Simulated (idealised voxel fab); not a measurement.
Proc. module: voxel transistor to metal
Each square cell in cross-section cut measures 5 nm, and the section as a whole is 280 nm wide.
In this document a cross-section is written as a grid of square cells. It is given as a series of bands, listed from the top down, and a band is one or more rows of cells.
The entry gives the band's vertical extent as a top height and a bottom height in nm, then its horizontal make-up as materials from left to right, each with a width in nm. "empty" stands for empty space; a single material marked "edge to edge" fills the band edge to edge.
Ref level 0: as-received wafer is one material below here. Bottom band extends down with no lower bound ("0 and below").
Top row gets the first number, bottom row gets the second, and each row in between changes by the same step: that is how a band width like "30 to 40" works.
Step marked "remained the same"? Then no cell in the cross-section changed in it.
"Unvented internal voids" specifies each empty space that is not open to the top and that occupies no fewer than 8 cells, using the form width x height at distance, the distance measured from the left edge and all three quantities in nm.
Step line, after settings: the simulator's comment on this step.
A step line may carry the setting "overlay nm", which, for steps involving a mask, states the distance by which the mask lay to the right of its intended position; negative values denote displacement to the left.

# plan
1: RECEIVE (material Si)
2: CONFORMAL_DEP (material SiO2; thk nm 5)
3: CONFORMAL_DEP (material SiN; thk nm 15)
4: DIRECTIONAL_DEP (material aC; thk nm 10)
5: PATTERN (tone cover; mask id ACTIVE; material resist; width nm 105; pitch nm 125; thk nm 25; overlay nm 0)
6: DIRECTIONAL_ETCH (etch materials aC; depth nm 10)
7: STRIP (etch materials resist)
8: DIRECTIONAL_ETCH (etch materials SiN; depth nm 15)
9: DIRECTIONAL_ETCH (etch materials SiO2; depth nm 5)
10: DIRECTIONAL_ETCH (etch materials Si; depth nm 30)
11: STRIP (etch materials aC)
12: FILL_DEP (material SiO2; thk nm 5)
13: CMP (height nm 20)
14: SELECTIVE_ETCH (etch materials SiO2; depth nm 15)
15: STRIP (etch materials SiN)
16: SELECTIVE_ETCH (etch materials SiO2; depth nm 5)
17: OXIDIZE (depth nm 5)
18: DIRECTIONAL_DEP (material polySi; thk nm 30)
19: DIRECTIONAL_DEP (material SiCN; thk nm 15)
20: PATTERN (tone cover; mask id GATE; material resist; width nm 25; pitch nm 125; thk nm 15; overlay nm 0)
21: DIRECTIONAL_ETCH (etch materials SiCN; depth nm 25)
22: DIRECTIONAL_ETCH (etch materials polySi; depth nm 40)
23: STRIP (etch materials resist)
24: CONFORMAL_DEP (material SiO2; thk nm 5)
25: DIRECTIONAL_ETCH (etch materials SiO2; depth nm 5)
26: CONFORMAL_DEP (material SiN; thk nm 10)
27: DIRECTIONAL_ETCH (etch materials SiN; depth nm 10)
28: DIRECTIONAL_ETCH (etch materials SiO2; depth nm 5)
29: DIRECTIONAL_ETCH (etch materials Si; depth nm 15)
30: EPI (material SiGe; thk nm 20)
31: FILL_DEP (material SiO2; thk nm 10)
32: CMP (height nm 45)
33: DIRECTIONAL_DEP (material SiO2; thk nm 10)
34: DIRECTIONAL_DEP (material aC; thk nm 10)
35: PATTERN (tone open; mask id CONTACT; material resist; width nm 30; thk nm 25; overlay nm 0)
36: DIRECTIONAL_ETCH (etch materials aC; depth nm 10)
37: STRIP (etch materials resist)
38: DIRECTIONAL_ETCH (etch materials SiO2; depth nm 40)
39: STRIP (etch materials aC)
40: CONFORMAL_DEP (material TiN; thk nm 5)
41: FILL_DEP (material W; thk nm 10)
42: CMP (height nm 55)
43: DIRECTIONAL_DEP (material TiN; thk nm 5)
44: DIRECTIONAL_DEP (material Ru; thk nm 20)
45: DIRECTIONAL_DEP (material aC; thk nm 10)
46: PATTERN (tone cover; mask id METAL_1; material resist; width nm 20; thk nm 25; overlay nm 0)
47: DIRECTIONAL_ETCH (etch materials aC; depth nm 10)
48: STRIP (etch materials resist)
49: DIRECTIONAL_ETCH (etch materials Ru; depth nm 20)
50: DIRECTIONAL_ETCH (etch materials TiN; depth nm 5)
51: STRIP (etch materials aC)
52: FILL_DEP (material SiO2; thk nm 5)
53: CMP (height nm 80)
54: CONFORMAL_DEP (material SiN; thk nm 5)

# Cross-section of the wafer upon arrival, representing the state reached after step 1
* 0 and below = Si edge to edge
* Unvented internal voids: none

# Sectioned view, first of two wafers, at the close of the module, processed as intended in the plan
* 85 down to 80 = SiN edge to edge
* 80 down to 60 = 30 of SiO2 / 20 of Ru / 55 of SiO2 / 20 of Ru / 30 of SiO2 / 20 of Ru / 55 of SiO2 / 20 of Ru / 30 of SiO2
* 60 down to 55 = 30 of SiO2 / 20 of TiN / 55 of SiO2 / 20 of TiN / 30 of SiO2 / 20 of TiN / 55 of SiO2 / 20 of TiN / 30 of SiO2
* 55 down to 45 = 30 of SiO2 / 5 of TiN / 20 to 10 of W / 5 to 15 of TiN / 35 of SiO2 / 5 to 15 of TiN / 20 to 10 of W / 5 of TiN / 30 of SiO2 / 5 of TiN / 20 to 10 of W / 5 to 15 of TiN / 35 of SiO2 / 5 to 15 of TiN / 20 to 10 of W / 5 of TiN / 30 of SiO2
* 45 down to 30 = 30 of SiO2 / 5 of TiN / 10 of W / 5 of TiN / 10 of SiN / 5 of SiO2 / 25 of SiCN / 5 of SiO2 / 10 of SiN / 5 of TiN / 10 of W / 5 of TiN / 30 of SiO2 / 5 of TiN / 10 of W / 5 of TiN / 10 of SiN / 5 of SiO2 / 25 of SiCN / 5 of SiO2 / 10 of SiN / 5 of TiN / 10 of W / 5 of TiN / 30 of SiO2
* 30 down to 20 = 30 of SiO2 / 5 of TiN / 10 of W / 5 of TiN / 10 of SiN / 5 of SiO2 / 25 of polySi / 5 of SiO2 / 10 of SiN / 5 of TiN / 10 of W / 5 of TiN / 30 of SiO2 / 5 of TiN / 10 of W / 5 of TiN / 10 of SiN / 5 of SiO2 / 25 of polySi / 5 of SiO2 / 10 of SiN / 5 of TiN / 10 of W / 5 of TiN / 30 of SiO2
* 20 down to 15 = 30 of SiO2 / 20 of TiN / 10 of SiN / 5 of SiO2 / 25 of polySi / 5 of SiO2 / 10 of SiN / 20 of TiN / 30 of SiO2 / 20 of TiN / 10 of SiN / 5 of SiO2 / 25 of polySi / 5 of SiO2 / 10 of SiN / 20 of TiN / 30 of SiO2
* 15 down to 0 = 30 of SiO2 / 20 of SiGe / 10 of SiN / 5 of SiO2 / 25 of polySi / 5 of SiO2 / 10 of SiN / 20 of SiGe / 30 of SiO2 / 20 of SiGe / 10 of SiN / 5 of SiO2 / 25 of polySi / 5 of SiO2 / 10 of SiN / 20 of SiGe / 30 of SiO2
* 0 down to -5 = 20 of SiO2 / 30 of SiGe / 55 of SiO2 / 30 of SiGe / 10 of SiO2 / 30 of SiGe / 55 of SiO2 / 30 of SiGe / 20 of SiO2
* -5 down to -20 = 25 of SiO2 / 25 of SiGe / 55 of Si / 25 of SiGe / 20 of SiO2 / 25 of SiGe / 55 of Si / 25 of SiGe / 25 of SiO2
* -20 down to -30 = 25 of SiO2 / 105 of Si / 20 of SiO2 / 105 of Si / 25 of SiO2
* -30 and below = Si edge to edge
* Unvented internal voids: none

# This cross-section belongs to the second wafer of two at the end of the module; the start and the plan were shared with the first, and the run included one mistake
* 85 down to 80 = SiN edge to edge
* 80 down to 60 = 30 of SiO2 / 20 of Ru / 55 of SiO2 / 20 of Ru / 30 of SiO2 / 20 of Ru / 55 of SiO2 / 20 of Ru / 30 of SiO2
* 60 down to 55 = 30 of SiO2 / 20 of TiN / 55 of SiO2 / 20 of TiN / 30 of SiO2 / 20 of TiN / 55 of SiO2 / 20 of TiN / 30 of SiO2
* 55 down to 45 = 30 of SiO2 / 5 of TiN / 20 to 10 of W / 5 to 15 of TiN / 35 of SiO2 / 5 to 15 of TiN / 20 to 10 of W / 5 of TiN / 30 of SiO2 / 5 of TiN / 20 to 10 of W / 5 to 15 of TiN / 35 of SiO2 / 5 to 15 of TiN / 20 to 10 of W / 5 of TiN / 30 of SiO2
* 45 down to 35 = 30 of SiO2 / 5 of TiN / 10 of W / 5 of TiN / 10 of SiN / 5 of SiO2 / 25 of SiCN / 5 of SiO2 / 10 of SiN / 5 of TiN / 10 of W / 5 of TiN / 30 of SiO2 / 5 of TiN / 10 of W / 5 of TiN / 10 of SiN / 5 of SiO2 / 25 of SiCN / 5 of SiO2 / 10 of SiN / 5 of TiN / 10 of W / 5 of TiN / 30 of SiO2
* 35 down to 25 = 30 of SiO2 / 5 of TiN / 10 of W / 5 of TiN / 10 of SiN / 5 of SiO2 / 25 of polySi / 5 of SiO2 / 10 of SiN / 5 of TiN / 10 of W / 5 of TiN / 30 of SiO2 / 5 of TiN / 10 of W / 5 of TiN / 10 of SiN / 5 of SiO2 / 25 of polySi / 5 of SiO2 / 10 of SiN / 5 of TiN / 10 of W / 5 of TiN / 30 of SiO2
* 25 down to 20 = 30 of SiO2 / 20 of TiN / 10 of SiN / 5 of SiO2 / 25 of polySi / 5 of SiO2 / 10 of SiN / 20 of TiN / 30 of SiO2 / 20 of TiN / 10 of SiN / 5 of SiO2 / 25 of polySi / 5 of SiO2 / 10 of SiN / 20 of TiN / 30 of SiO2
* 20 down to 15 = 30 of SiO2 / 20 of SiGe / 10 of SiN / 5 of SiO2 / 25 of polySi / 5 of SiO2 / 10 of SiN / 20 of SiGe / 30 of SiO2 / 20 of SiGe / 10 of SiN / 5 of SiO2 / 25 of polySi / 5 of SiO2 / 10 of SiN / 20 of SiGe / 30 of SiO2
* 15 down to 5 = 20 of SiO2 / 30 of SiGe / 10 of SiN / 5 of SiO2 / 25 of polySi / 5 of SiO2 / 10 of SiN / 30 of SiGe / 10 of SiO2 / 30 of SiGe / 10 of SiN / 5 of SiO2 / 25 of polySi / 5 of SiO2 / 10 of SiN / 30 of SiGe / 20 of SiO2
* 5 down to 0 = 15 of SiO2 / 10 of SiN / 25 of SiGe / 55 of SiO2 / 25 of SiGe / 20 of SiN / 25 of SiGe / 55 of SiO2 / 25 of SiGe / 10 of SiN / 15 of SiO2
* 0 down to -5 = 35 of SiO2 / 15 of SiGe / 55 of Si / 15 of SiGe / 40 of SiO2 / 15 of SiGe / 55 of Si / 15 of SiGe / 35 of SiO2
* -5 down to -15 = 25 of SiO2 / 10 of Si / 15 of SiGe / 55 of Si / 15 of SiGe / 10 of Si / 20 of SiO2 / 10 of Si / 15 of SiGe / 55 of Si / 15 of SiGe / 10 of Si / 25 of SiO2
* -15 down to -30 = 25 of SiO2 / 105 of Si / 20 of SiO2 / 105 of Si / 25 of SiO2
* -30 and below = Si edge to edge
* Unvented internal voids: none
Deviation noted in wafer processing: note: step 15 <-> step 16, run order reversed vs plan
Per the end-of-run cell counts, the second wafer holds more or fewer of some materials than the first: Si: 58 more; SiCN: 10 fewer; SiGe: 12 fewer; SiO2: 20 fewer; TiN: 8 fewer; W: 8 fewer
